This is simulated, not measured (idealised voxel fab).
The following process module bears the name voxel ribs on slabs.
Section shown: cut. Width: 185 nm. Cell size: 5 nm, square.
Think of the cross-section as a grid of square cells. We describe it in bands, top to bottom, and each band covers one or more rows of those cells.
Top height, bottom height, nm. Materials left to right, width each, nm. Single material + "all across" = fills band edge to edge. "blank" = empty.
All heights in this document are referenced to 0, defined as the level beneath which the wafer, as received, consists entirely of one material. The lowest band is not bounded below; it extends indefinitely downward and is written in the form "0 nm and below".
Width spec "30->40" -> top row of cells at first value, bottom row at second value, equal per-row change in between.
Given "no change" for a step, no cell of the cross-section differs between before and after that step.
The list in "Enclosed internal voids" covers empty spaces of 8 cells or more that cannot reach the top through any open way, and it gives each as width x height at distance; the distance is from the left edge, and width, height and distance are in nm.
Step line, after settings: the simulator's comment on this step.
overlay nm: right-of-plan distance of the mask on a masked step; negative values mean left-of-plan.

The process steps that were planned are listed below
| 1 | RECEIVE, material Si |
| 2 | DIRECTIONAL_DEP, material SiO2, thk nm 20 |
| 3 | DIRECTIONAL_DEP, material polySi, thk nm 15 |
| 4 | MASKED_ETCH, tone cover, mask id RIB, width nm 15, etch materials polySi, depth nm 5, overlay nm 0 |
| 5 | MASKED_ETCH, tone cover, mask id SLAB, width nm 55, etch materials polySi, depth nm 10, overlay nm 0 |
| 6 | FILL_DEP, material SiO2, thk nm 20 |
| 7 | CMP, height nm 45 |
| 8 | DIRECTIONAL_DEP, material TiN, thk nm 5 |
| 9 | DIRECTIONAL_DEP, material aC, thk nm 10 |
| 10 | PATTERN, tone cover, mask id HEATER, material resist, width nm 25, thk nm 30, overlay nm 0 |
| 11 | DIRECTIONAL_ETCH, etch materials aC, depth nm 10 |
| 12 | STRIP, etch materials resist |
| 13 | DIRECTIONAL_ETCH, etch materials TiN, depth nm 5 |
| 14 | STRIP, etch materials aC |
| 15 | CONFORMAL_DEP, material SiN, thk nm 5 |

As received (post step 1): cross-section
  0 nm and below: Si all across
  Enclosed internal voids: none

Cross-section: first of two wafers, module finished, run according to plan
  55 nm to 50 nm: 75 of blank | 35 of SiN | 75 of blank
  50 nm to 45 nm: 80 of SiN | 25 of TiN | 80 of SiN
  45 nm to 35 nm: SiO2 all across
  35 nm to 30 nm: 85 of SiO2 | 15 of polySi | 85 of SiO2
  30 nm to 20 nm: 65 of SiO2 | 55 of polySi | 65 of SiO2
  20 nm to 0 nm: SiO2 all across
  0 nm and below: Si all across
  Enclosed internal voids: none

Cross-sectional view of the second of two wafers upon completion of the module. This wafer shared its starting condition and process plan with the first; one error was made during its execution
  55 nm to 50 nm: 75 of blank | 35 of SiN | 75 of blank
  50 nm to 45 nm: 80 of SiN | 25 of TiN | 80 of SiN
  45 nm to 35 nm: 65 of SiO2 | 55 of polySi | 65 of SiO2
  35 nm to 20 nm: polySi all across
  20 nm to 0 nm: SiO2 all across
  0 nm and below: Si all across
  Enclosed internal voids: none
What was the processing mistake? plan step 3 ran twice
Heads up, by the end the second wafer has more or fewer cells of some materials compared to the first: -108 SiO2; +108 polySi
